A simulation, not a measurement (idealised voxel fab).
The name of this process module is voxel released beams.
Xsec cut, 295 nm wide, square cell size 5 nm.
If you're reading a cross-section in this doc, picture square cells in a grid; it comes to you as bands, top ones listed first down to the bottom, and a band can be one or more rows of cells. Quick guide to a band line: top height, bottom height (nm) up front; then every material left to right with its width in nm. Only one material and it's marked "everywhere"? Then it fills the band edge to edge. And "blank" just means empty space. Height is counted from the level 0, under which the received wafer is composed throughout of one material. The lowest of the bands is not closed at the bottom but continues downward, in the notation "0 -> down". It should be noted that a width expressed as "30 to 40" varies in equal increments from row to row of cells within the band, taking the value of the first number at the top row and that of the second number at the bottom row. Basically "nothing different" means that step didn't change any cell in the cross-section. Closed-off voids of 8+ cells (no open route to the top) go in "Enclosed void inventory", written width x height at distance from the left edge, in nm. Heads up: the bit after the settings on a step's line is the simulator's remark on that step. "overlay nm" on a masked step: distance the mask lay right of its planned place, negative for left.
Steps in the process plan
1: RECEIVE: material Si
2: CONFORMAL_DEP: material Al2O3, thk nm 5
3: DIRECTIONAL_DEP: material SiO2, thk nm 10
4: MASKED_ETCH: tone open, mask id ANCHOR, width nm 35, etch materials SiO2, depth nm 10, overlay nm 0
5: CONFORMAL_DEP: material W, thk nm 10
6: MASKED_ETCH: tone cover, mask id BEAM, width nm 105, etch materials W, depth nm 10, overlay nm 0
7: STRIP: etch materials SiO2
Cross-section: wafer on arrival = after step 1
> 0 -> down | Si everywhere
> Enclosed void inventory: none
This is how the wafer looks in cross-section once the module is done, given the starting state and plan above and one mistake in carrying the plan out
> 15 -> 5 | 95 of blank; 10 of W; 15 of blank; 10 of W; 165 of blank
> 5 -> 0 | Al2O3 everywhere
> 0 -> down | Si everywhere
> Enclosed void inventory: none
Deviation noted in wafer processing: off-plan run, step 6, actual operation and settings MASKED_ETCH: tone open, mask id BEAM, width nm 105, etch materials W, depth nm 10, overlay nm 0
